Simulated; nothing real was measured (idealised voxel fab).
process module | voxel air gaps
cross-section cut | 260 nm wide | cells 5 nm
A cross-section is a grid of square cells, given in bands from the top down. A band is one or more rows of cells.
Each band's line starts with the height of the band's top and of its bottom, in nm. Then come its materials from left to right, each with its width in nm. One material with "throughout" fills the band from edge to edge. "air" is empty space.
Height 0 is the level under which the wafer as received is all one material. The lowest band goes on downwards, as in "0 down".
A width such as "30 to 40" changes by the same amount from each row of cells to the next, from the band's top row to its bottom row.
"no change" after a step means that no cell of the cross-section changed.
closed voids: empty space of 8 cells or more with no open way to the top, each as width x height at its distance from the left edge, in nm
after a step's settings: what the simulator itself notes on the step
overlay nm, on a step with a mask: how far to the right of its planned place the mask lay; to the left if negative
plan
1 op RECEIVE | material Si
2 op CONFORMAL_DEP | material SiO2 | thk nm 10
3 op CONFORMAL_DEP | material SiCN | thk nm 5
4 op DIRECTIONAL_DEP | material lowk | thk nm 35
5 op DIRECTIONAL_DEP | material aC | thk nm 10
6 op PATTERN | tone open | mask id LINES | material resist | width nm 25 | pitch nm 55 | thk nm 30 | overlay nm 0
7 op DIRECTIONAL_ETCH | etch materials aC | depth nm 10
8 op STRIP | etch materials resist
9 op DIRECTIONAL_ETCH | etch materials lowk | depth nm 35
10 op STRIP | etch materials aC
11 op CONFORMAL_DEP | material TiN | thk nm 5
12 op FILL_DEP | material Ru | thk nm 10
13 op CMP | height nm 50
14 op EPI | material Ru | thk nm 10
15 op SELECTIVE_ETCH | etch materials lowk | depth nm 45
16 op CONFORMAL_DEP | material SiCN | thk nm 5
as received, after step 1
  0 down: Si throughout
  closed voids: none
a wafer at the end: this start, this plan, one mistake
  65 to 60: air 20 | SiCN 220 | air 20
  60 to 50: air 20 | SiCN 5 | Ru 45 | SiCN 10 | Ru 45 | SiCN 10 | Ru 45 | SiCN 10 | Ru 45 | SiCN 5 | air 20
  50 to 20: air 20 | SiCN 5 | Ru 10 | TiN 5 | Ru 15 | TiN 5 | Ru 10 | SiCN 10 | Ru 10 | TiN 5 | Ru 15 | TiN 5 | Ru 10 | SiCN 10 | Ru 10 | TiN 5 | Ru 15 | TiN 5 | Ru 10 | SiCN 10 | Ru 10 | TiN 5 | Ru 15 | TiN 5 | Ru 10 | SiCN 5 | air 20
  20 to 15: SiCN 25 | Ru 10 | TiN 25 | Ru 10 | SiCN 10 | Ru 10 | TiN 25 | Ru 10 | SiCN 10 | Ru 10 | TiN 25 | Ru 10 | SiCN 10 | Ru 10 | TiN 25 | Ru 10 | SiCN 25
  15 to 10: SiCN throughout
  10 to 0: SiO2 throughout
  0 down: Si throughout
  closed voids: none
what went wrong: steps 14 and 15 were swapped
